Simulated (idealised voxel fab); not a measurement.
process module | voxel transistor to metal
cross-section cut | 205 nm wide | cells 5 nm
A cross-section is a grid of square cells, given in bands from the top down. A band is one or more rows of cells.
Each band's line starts with the height of the band's top and of its bottom, in nm. Then come its materials from left to right, each with its width in nm. One material with "throughout" fills the band from edge to edge. "air" is empty space.
Height 0 is the level under which the wafer as received is all one material. The lowest band goes on downwards, as in "0 down".
A width such as "30 to 40" changes by the same amount from each row of cells to the next, from the band's top row to its bottom row.
"no change" after a step means that no cell of the cross-section changed.
closed voids: empty space of 8 cells or more with no open way to the top, each as width x height at its distance from the left edge, in nm
after a step's settings: what the simulator itself notes on the step
overlay nm, on a step with a mask: how far to the right of its planned place the mask lay; to the left if negative
plan
1 op RECEIVE | material Si
2 op CONFORMAL_DEP | material SiO2 | thk nm 5
3 op CONFORMAL_DEP | material SiN | thk nm 15
4 op MASKED_ETCH | tone cover | mask id ACTIVE | width nm 105 | etch materials SiN | depth nm 15 | overlay nm 0
5 op MASKED_ETCH | tone cover | mask id ACTIVE | width nm 105 | etch materials SiO2 | depth nm 5 | overlay nm 0
6 op MASKED_ETCH | tone cover | mask id ACTIVE | width nm 105 | etch materials Si | depth nm 35 | overlay nm 0
7 op FILL_DEP | material SiO2 | thk nm 15
8 op CMP | height nm 20
9 op SELECTIVE_ETCH | etch materials SiO2 | depth nm 5
10 op STRIP | etch materials SiN
11 op SELECTIVE_ETCH | etch materials SiO2 | depth nm 5
12 op OXIDIZE | depth nm 5
13 op DIRECTIONAL_DEP | material polySi | thk nm 20
14 op DIRECTIONAL_DEP | material SiCN | thk nm 15
15 op DIRECTIONAL_DEP | material aC | thk nm 10
16 op PATTERN | tone cover | mask id GATE | material resist | width nm 15 | thk nm 30 | overlay nm 0
17 op DIRECTIONAL_ETCH | etch materials aC | depth nm 10
18 op STRIP | etch materials resist
19 op DIRECTIONAL_ETCH | etch materials SiCN | depth nm 25
20 op DIRECTIONAL_ETCH | etch materials polySi | depth nm 30
21 op STRIP | etch materials aC
22 op CONFORMAL_DEP | material SiO2 | thk nm 5
23 op DIRECTIONAL_ETCH | etch materials SiO2 | depth nm 5
24 op CONFORMAL_DEP | material SiN | thk nm 5
25 op DIRECTIONAL_ETCH | etch materials SiN | depth nm 5
26 op DIRECTIONAL_ETCH | etch materials SiO2 | depth nm 5
27 op DIRECTIONAL_ETCH | etch materials Si | depth nm 15
28 op EPI | material nSi | thk nm 15
29 op FILL_DEP | material SiO2 | thk nm 5
30 op CMP | height nm 35
31 op DIRECTIONAL_DEP | material SiO2 | thk nm 15
32 op DIRECTIONAL_DEP | material aC | thk nm 15
33 op PATTERN | tone open | mask id CONTACT | material resist | width nm 35 | pitch nm 60 | thk nm 30 | overlay nm 0
34 op DIRECTIONAL_ETCH | etch materials aC | depth nm 15
35 op STRIP | etch materials resist
36 op DIRECTIONAL_ETCH | etch materials SiO2 | depth nm 40
37 op STRIP | etch materials aC
38 op CONFORMAL_DEP | material TiN | thk nm 5
39 op FILL_DEP | material Ru | thk nm 10
40 op CMP | height nm 50
41 op DIRECTIONAL_DEP | material TiN | thk nm 5
42 op DIRECTIONAL_DEP | material W | thk nm 15
43 op PATTERN | tone cover | mask id METAL_1 | material resist | width nm 20 | pitch nm 75 | thk nm 15 | overlay nm 0
44 op DIRECTIONAL_ETCH | etch materials W | depth nm 15
45 op DIRECTIONAL_ETCH | etch materials TiN | depth nm 5
46 op STRIP | etch materials resist
47 op FILL_DEP | material lowk | thk nm 5
48 op CMP | height nm 70
49 op CONFORMAL_DEP | material SiN | thk nm 5
as received, after step 1
  0 down: Si throughout
  closed voids: none
a wafer at the end: this start, this plan, one mistake
  75 to 70: SiN throughout
  70 to 55: W 55 | lowk 20 | W 55 | lowk 20 | W 55
  55 to 50: TiN 55 | lowk 20 | TiN 55 | lowk 20 | TiN 55
  50 to 40: SiO2 55 | TiN 5 | Ru 25 | TiN 5 | SiO2 25 | TiN 5 | Ru 25 | TiN 5 | SiO2 55
  40 to 35: SiO2 55 | TiN 5 | Ru 20 | TiN 10 | SiO2 25 | TiN 10 | Ru 20 | TiN 5 | SiO2 55
  35 to 20: SiO2 55 | TiN 5 | Ru 20 | TiN 5 | SiN 5 | SiO2 5 | SiCN 15 | SiO2 5 | SiN 5 | TiN 5 | Ru 20 | TiN 5 | SiO2 55
  20 to 15: SiO2 55 | TiN 5 | Ru 20 | TiN 5 | SiN 5 | SiO2 5 | polySi 15 | SiO2 5 | SiN 5 | TiN 5 | Ru 20 | TiN 5 | SiO2 55
  15 to 10: SiO2 55 | TiN 30 | SiN 5 | SiO2 5 | polySi 15 | SiO2 5 | SiN 5 | TiN 30 | SiO2 55
  10 to 0: SiO2 50 | SiN 5 | nSi 30 | SiN 5 | SiO2 5 | polySi 15 | SiO2 5 | SiN 5 | nSi 30 | SiN 5 | SiO2 50
  0 to -5: SiO2 55 | nSi 30 | SiO2 35 | nSi 30 | SiO2 55
  -5 to -20: SiO2 50 | Si 5 | nSi 30 | Si 35 | nSi 30 | Si 5 | SiO2 50
  -20 to -35: SiO2 50 | Si 105 | SiO2 50
  -35 down: Si throughout
  closed voids: none
what went wrong: step 43 ran as: op PATTERN | tone open | mask id METAL_1 | material resist | width nm 20 | pitch nm 75 | thk nm 15 | overlay nm 0
